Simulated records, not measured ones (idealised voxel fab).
process module | voxel self aligned contacts
cross-section cut | 205 nm wide | cells 5 nm
A cross-section is a grid of square cells, given in bands from the top down. A band is one or more rows of cells.
Each band's line starts with the height of the band's top and of its bottom, in nm. Then come its materials from left to right, each with its width in nm. One material with "throughout" fills the band from edge to edge. "air" is empty space.
Height 0 is the level under which the wafer as received is all one material. The lowest band goes on downwards, as in "0 down".
A width such as "30 to 40" changes by the same amount from each row of cells to the next, from the band's top row to its bottom row.
"no change" after a step means that no cell of the cross-section changed.
closed voids: empty space of 8 cells or more with no open way to the top, each as width x height at its distance from the left edge, in nm
after a step's settings: what the simulator itself notes on the step
overlay nm, on a step with a mask: how far to the right of its planned place the mask lay; to the left if negative
plan
1 op RECEIVE | material Si
2 op OXIDIZE | depth nm 5
3 op DIRECTIONAL_DEP | material polySi | thk nm 30
4 op DIRECTIONAL_DEP | material SiN | thk nm 20
5 op PATTERN | tone cover | mask id GATE | material resist | width nm 35 | pitch nm 65 | thk nm 20 | overlay nm 0
6 op DIRECTIONAL_ETCH | etch materials SiN | depth nm 20
7 op DIRECTIONAL_ETCH | etch materials polySi | depth nm 30
8 op STRIP | etch materials resist
9 op CONFORMAL_DEP | material SiN | thk nm 5
10 op DIRECTIONAL_ETCH | etch materials SiN | depth nm 5
11 op FILL_DEP | material SiO2 | thk nm 15
12 op CMP | height nm 55
13 op MASKED_ETCH | tone open | mask id CONTACT | width nm 50 | pitch nm 65 | etch materials SiO2 | depth nm 60 | overlay nm 0
14 op CONFORMAL_DEP | material TiN | thk nm 5
15 op FILL_DEP | material W | thk nm 5
16 op CMP | height nm 55
17 op CONFORMAL_DEP | material SiCN | thk nm 5
as received, after step 1
  0 down: Si throughout
  closed voids: none
a wafer at the end: this start, this plan, one mistake
  60 to 55: SiCN throughout
  55 to 35: SiO2 15 | SiN 5 | polySi 35 | SiN 5 | TiN 5 | W 10 | TiN 5 | SiN 5 | polySi 35 | SiN 5 | TiN 5 | W 10 | TiN 5 | SiN 5 | polySi 35 | SiN 5 | SiO2 15
  35 to 30: SiO2 15 | SiN 5 | polySi 35 | SiN 5 | TiN 20 | SiN 5 | polySi 35 | SiN 5 | TiN 20 | SiN 5 | polySi 35 | SiN 5 | SiO2 15
  30 to 0: polySi throughout
  0 to -5: SiO2 throughout
  -5 down: Si throughout
  closed voids: none
what went wrong: step 3 was run twice
